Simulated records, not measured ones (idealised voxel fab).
Process module name: voxel transistor to metal
FYI the section here is cut, 300 nm wide, cells are 5 nm squares.
A cross-section in this document is a grid of square cells, and it is written down as bands, the top band listed before the ones below it; a band is made up of one or more rows of cells. A band entry consists of two parts. The first gives the height of the band's top and the height of its bottom, in nm. The rest lists the band's materials from left to right, each with its width in nm. A single material labelled with the word "everywhere" fills the band from edge to edge, and the word "air" marks empty space. Convention: height 0 is the level below which the wafer, as received, is all one material. The lowest band does not terminate at the bottom but continues downward, represented as "0 nm and below". It should be noted that a width expressed as "30..40" varies in equal increments from row to row of cells within the band, taking the value of the first number at the top row and that of the second number at the bottom row. Where a step carries "no modifications", the cross-section came out of it unchanged, cell for cell. Look at "Sealed internal cavities" for the closed voids: empty spaces with no open path to the top, sized 8 cells or up. Each is width x height at distance, distance from the left edge, all nm. Formally, on a step line, whatever follows the settings is a remark that the simulator itself makes on the step. You can add "overlay nm" to a step's line. For a step with a mask, it describes how far the mask lay to the right of its planned position, and a negative number describes a lay to the left.

Steps in the process plan:
| 1 | RECEIVE, material Si |
| 2 | CONFORMAL_DEP, material SiO2, thk nm 5 |
| 3 | CONFORMAL_DEP, material SiN, thk nm 15 |
| 4 | MASKED_ETCH, tone cover, mask id ACTIVE, width nm 115, pitch nm 140, etch materials SiN, depth nm 15, overlay nm -5 |
| 5 | MASKED_ETCH, tone cover, mask id ACTIVE, width nm 115, pitch nm 140, etch materials SiO2, depth nm 5, overlay nm 0 |
| 6 | MASKED_ETCH, tone cover, mask id ACTIVE, width nm 115, pitch nm 140, etch materials Si, depth nm 25, overlay nm 0 |
| 7 | FILL_DEP, material SiO2, thk nm 5 |
| 8 | CMP, height nm 20 |
| 9 | SELECTIVE_ETCH, etch materials SiO2, depth nm 15 |
| 10 | STRIP, etch materials SiN |
| 11 | SELECTIVE_ETCH, etch materials SiO2, depth nm 5 |
| 12 | OXIDIZE, depth nm 5 |
| 13 | DIRECTIONAL_DEP, material polySi, thk nm 25 |
| 14 | DIRECTIONAL_DEP, material SiCN, thk nm 15 |
| 15 | DIRECTIONAL_DEP, material aC, thk nm 15 |
| 16 | PATTERN, tone cover, mask id GATE, material resist, width nm 35, pitch nm 140, thk nm 30, overlay nm 0 |
| 17 | DIRECTIONAL_ETCH, etch materials aC, depth nm 15 |
| 18 | STRIP, etch materials resist |
| 19 | DIRECTIONAL_ETCH, etch materials SiCN, depth nm 25 |
| 20 | DIRECTIONAL_ETCH, etch materials polySi, depth nm 35 |
| 21 | STRIP, etch materials aC |
| 22 | CONFORMAL_DEP, material SiO2, thk nm 5 |
| 23 | DIRECTIONAL_ETCH, etch materials SiO2, depth nm 5 |
| 24 | CONFORMAL_DEP, material SiN, thk nm 10 |
| 25 | DIRECTIONAL_ETCH, etch materials SiN, depth nm 10 |
| 26 | DIRECTIONAL_ETCH, etch materials SiO2, depth nm 5 |
| 27 | EPI, material nSi, thk nm 5 |
| 28 | FILL_DEP, material SiO2, thk nm 10 |
| 29 | CMP, height nm 25 |
| 30 | STRIP, etch materials polySi |
| 31 | SELECTIVE_ETCH, etch materials SiO2, depth nm 5 |
| 32 | CONFORMAL_DEP, material HfO2, thk nm 5 |
| 33 | CONFORMAL_DEP, material TiN, thk nm 5 |
| 34 | FILL_DEP, material W, thk nm 5 |
| 35 | CMP, height nm 20 |
| 36 | DIRECTIONAL_DEP, material SiO2, thk nm 15 |
| 37 | DIRECTIONAL_DEP, material aC, thk nm 10 |
| 38 | PATTERN, tone open, mask id CONTACT, material resist, width nm 15, thk nm 25, overlay nm 0 |
| 39 | DIRECTIONAL_ETCH, etch materials aC, depth nm 10 |
| 40 | STRIP, etch materials resist |
| 41 | DIRECTIONAL_ETCH, etch materials SiO2, depth nm 35 |
| 42 | STRIP, etch materials aC |
| 43 | CONFORMAL_DEP, material TiN, thk nm 5 |
| 44 | FILL_DEP, material W, thk nm 5 |
| 45 | CMP, height nm 35 |
| 46 | DIRECTIONAL_DEP, material TiN, thk nm 5 |
| 47 | DIRECTIONAL_DEP, material W, thk nm 25 |
| 48 | DIRECTIONAL_DEP, material aC, thk nm 15 |
| 49 | PATTERN, tone cover, mask id METAL_1, material resist, width nm 15, thk nm 35, overlay nm 0 |
| 50 | DIRECTIONAL_ETCH, etch materials aC, depth nm 15 |
| 51 | STRIP, etch materials resist |
| 52 | DIRECTIONAL_ETCH, etch materials W, depth nm 25 |
| 53 | DIRECTIONAL_ETCH, etch materials TiN, depth nm 5 |
| 54 | STRIP, etch materials aC |
| 55 | FILL_DEP, material SiO2, thk nm 10 |
| 56 | CMP, height nm 65 |
| 57 | CONFORMAL_DEP, material SiN, thk nm 5 |
Don't read the plan's overlay nm for step 4 as applying to every wafer: that's the first wafer's value, and the wafers differ in it, though they all start identical.

This is how the first of several wafers looked in cross-section when it arrived, which is after step 1:
0 nm and below = Si everywhere
Sealed internal cavities: none

Each row below is a wafer at the end of the module, listing for every material the number of cells it has gained (+) or lost (-) since it was received, followed by its closed voids:
overlay nm -5 | +34 HfO2 | -108 Si | +92 SiN | +584 SiO2 | +98 TiN | +114 W | +26 nSi | Sealed internal cavities: none
overlay nm 0 | +34 HfO2 | -116 Si | +92 SiN | +594 SiO2 | +98 TiN | +114 W | +24 nSi | Sealed internal cavities: none
overlay nm 5 | +34 HfO2 | -108 Si | +92 SiN | +584 SiO2 | +98 TiN | +114 W | +26 nSi | Sealed internal cavities: none
overlay nm 10 | +34 HfO2 | -100 Si | +92 SiN | +574 SiO2 | +98 TiN | +114 W | +28 nSi | Sealed internal cavities: none
